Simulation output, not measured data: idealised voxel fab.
Process module in this document: voxel self aligned contacts
For reference, the cross-section in this document is cut, with width 285 nm and square cells of 5 nm.
In this document a cross-section is written as a grid of square cells. It is given as a series of bands, listed from the top down, and a band is one or more rows of cells. Heights first: top, then bottom, in nm. Then materials, left to right, each with a width in nm. "throughout" on a single material: fills the band edge to edge. "air": empty space. Zero point of the height axis is 0; under it, received wafer = one material. Lowest band: continues down indefinitely, "0 down". Read "30->40" as a graded width: first number on top, second number at the bottom, same change between each pair of neighbouring rows. A step reported as "changes: none" is a step in which no cell of the cross-section changed. Look at "Enclosed empty spaces" for the closed voids: empty spaces with no open path to the top, sized 8 cells or up. Each is width x height at distance, distance from the left edge, all nm. Post-settings text on a step line: simulator's own remark regarding the step. A step's line can hold "overlay nm"; with a mask on that step, the setting says how far right of the planned place the mask lay, while a negative setting says it lay to the left.

## Intended process steps
1) RECEIVE, material Si
2) CONFORMAL_DEP, material SiO2, thk nm 5
3) DIRECTIONAL_DEP, material polySi, thk nm 25
4) DIRECTIONAL_DEP, material SiN, thk nm 15
5) DIRECTIONAL_DEP, material aC, thk nm 15
6) PATTERN, tone cover, mask id GATE, material resist, width nm 35, pitch nm 60, thk nm 30, overlay nm 0
7) DIRECTIONAL_ETCH, etch materials aC, depth nm 15
8) STRIP, etch materials resist
9) DIRECTIONAL_ETCH, etch materials SiN, depth nm 15
10) DIRECTIONAL_ETCH, etch materials polySi, depth nm 25
11) STRIP, etch materials aC
12) CONFORMAL_DEP, material SiN, thk nm 5
13) DIRECTIONAL_ETCH, etch materials SiN, depth nm 5
14) FILL_DEP, material SiO2, thk nm 15
15) CMP, height nm 55
16) DIRECTIONAL_DEP, material aC, thk nm 15
17) PATTERN, tone open, mask id CONTACT, material resist, width nm 45, pitch nm 60, thk nm 35, overlay nm -15
18) DIRECTIONAL_ETCH, etch materials aC, depth nm 15
19) STRIP, etch materials resist
20) DIRECTIONAL_ETCH, etch materials SiO2, depth nm 55
21) STRIP, etch materials aC
22) CONFORMAL_DEP, material TiN, thk nm 5
23) FILL_DEP, material Ru, thk nm 5
24) CMP, height nm 55
25) CONFORMAL_DEP, material SiCN, thk nm 5
The wafers in this document start out alike and differ in the overlay nm applied at step 17; the plan shows the value used for the first wafer.

## The first of several wafers in cross-section, exactly as it reached us after step 1
0 down: Si throughout
Enclosed empty spaces: none

## Note: the following table is arranged by wafer, a row apiece. Each row reports the end-of-module state: per material, cells gained (+) or cells lost (-) compared with the wafer as received; closed voids follow
overlay nm -15; +32 Ru; +57 SiCN; +111 SiN; +321 SiO2; +58 TiN; +105 polySi; Enclosed empty spaces: none
overlay nm -10; +32 Ru; +57 SiCN; +111 SiN; +321 SiO2; +58 TiN; +105 polySi; Enclosed empty spaces: none
overlay nm -5; +32 Ru; +57 SiCN; +111 SiN; +321 SiO2; +58 TiN; +105 polySi; Enclosed empty spaces: none
overlay nm 0; +32 Ru; +57 SiCN; +111 SiN; +321 SiO2; +58 TiN; +105 polySi; Enclosed empty spaces: none
overlay nm 5; +32 Ru; +57 SiCN; +111 SiN; +321 SiO2; +58 TiN; +105 polySi; Enclosed empty spaces: none
overlay nm 10; +32 Ru; +57 SiCN; +111 SiN; +321 SiO2; +58 TiN; +105 polySi; Enclosed empty spaces: none
overlay nm 15; +32 Ru; +57 SiCN; +111 SiN; +321 SiO2; +58 TiN; +105 polySi; Enclosed empty spaces: none
